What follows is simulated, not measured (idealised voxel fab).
process module | voxel released beams
cross-section cut | 195 nm wide | cells 5 nm
A cross-section is a grid of square cells, given in bands from the top down. A band is one or more rows of cells.
Each band's line starts with the height of the band's top and of its bottom, in nm. Then come its materials from left to right, each with its width in nm. One material with "throughout" fills the band from edge to edge. "air" is empty space.
Height 0 is the level under which the wafer as received is all one material. The lowest band goes on downwards, as in "0 down".
A width such as "30 to 40" changes by the same amount from each row of cells to the next, from the band's top row to its bottom row.
"no change" after a step means that no cell of the cross-section changed.
closed voids: empty space of 8 cells or more with no open way to the top, each as width x height at its distance from the left edge, in nm
after a step's settings: what the simulator itself notes on the step
overlay nm, on a step with a mask: how far to the right of its planned place the mask lay; to the left if negative
plan
1 op RECEIVE | material Si
2 op CONFORMAL_DEP | material Al2O3 | thk nm 10
3 op DIRECTIONAL_DEP | material SiO2 | thk nm 15
4 op DIRECTIONAL_DEP | material aC | thk nm 10
5 op PATTERN | tone open | mask id ANCHOR | material resist | width nm 40 | thk nm 30 | overlay nm 0
6 op DIRECTIONAL_ETCH | etch materials aC | depth nm 10
7 op STRIP | etch materials resist
8 op DIRECTIONAL_ETCH | etch materials SiO2 | depth nm 15
9 op STRIP | etch materials aC
10 op CONFORMAL_DEP | material SiN | thk nm 15
11 op MASKED_ETCH | tone cover | mask id BEAM | width nm 85 | etch materials SiN | depth nm 15 | overlay nm -15
12 op STRIP | etch materials SiO2
varied across the wafers: overlay nm of step 11. The plan shows the first wafer's value. All wafers start alike
first wafer as received, after step 1
  0 down: Si throughout
  closed voids: none
each wafer at the end: cells of each material gained (+) or lost (-) since it was received, then its closed voids
overlay nm -15 | +78 Al2O3 | +69 SiN | closed voids: none
overlay nm -10 | +78 Al2O3 | +69 SiN | closed voids: none
overlay nm -5 | +78 Al2O3 | +69 SiN | closed voids: none
overlay nm 0 | +78 Al2O3 | +69 SiN | closed voids: none
overlay nm 5 | +78 Al2O3 | +69 SiN | closed voids: none
overlay nm 10 | +78 Al2O3 | +69 SiN | closed voids: none
overlay nm 15 | +78 Al2O3 | +69 SiN | closed voids: none
